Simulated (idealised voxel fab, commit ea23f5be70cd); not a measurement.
Documented hereafter: the process module known as voxel plated lines.
240 nm wide, 5 nm square cells: that's cross-section cut.
Throughout this document, each cross-section is represented as a grid of square cells and is presented as a sequence of bands enumerated from the top downward, where a band comprises one or more rows of cells.
Look at the band entry: it leads with the top's height and the bottom's height in nm. Then it lists the materials left to right, with a width in nm for each. The word "edge to edge" on a single material says that material fills the band edge to edge. The word "air" is empty space.
All heights in this document are referenced to 0, defined as the level beneath which the wafer, as received, consists entirely of one material. The lowest band is not bounded below; it extends indefinitely downward and is written in the form "z 0 and below".
Note: "30 to 40" means the width goes from the first number (top row of the band) to the second number (bottom row) in equal steps per row of cells.
"remains unaltered" -> step changed no cross-section cell.
Closed empty spaces (no open way to the top) of 8 cells or more are what "Closed void inventory" lists, each as width x height at distance from the left edge, nm for all three.
Anything after a step's settings on that line? It's the simulator's own note about the step.
On any step carrying a mask, the "overlay nm" setting, if present on the step's line, tells how far right of its planned place the mask lay; negative values point to the left.
### Listed below are the process steps as planned
1: op RECEIVE | material Si
2: op CONFORMAL_DEP | material SiO2 | thk nm 5
3: op DIRECTIONAL_DEP | material TiN | thk nm 5
4: op PATTERN | tone open | mask id LINES | material resist | width nm 30 | pitch nm 45 | thk nm 35 | overlay nm 0
5: op EPI | material Ru | thk nm 10
6: op EPI | material Ru | thk nm 10
7: op EPI | material Ru | thk nm 10
8: op STRIP | etch materials resist
9: op DIRECTIONAL_ETCH | etch materials TiN | depth nm 5
10: op CONFORMAL_DEP | material SiCN | thk nm 5
### Received-state cross-section, reflecting completion of step 1
z 0 and below = Si edge to edge
Closed void inventory: none
### Wafer cross-section at end of module: start and plan as shown above, one execution error
z 45 to 10 = air=55; Ru=40; air=5; Ru=40; air=5; Ru=40; air=55
z 10 to 5 = Ru=60; TiN=30; Ru=15; TiN=30; Ru=15; TiN=30; Ru=60
z 5 to 0 = SiO2 edge to edge
z 0 and below = Si edge to edge
Closed void inventory: none
Want to know what went wrong? step 10 ran with different settings than intended, the actual operation and settings being op CONFORMAL_DEP | material Ru | thk nm 5
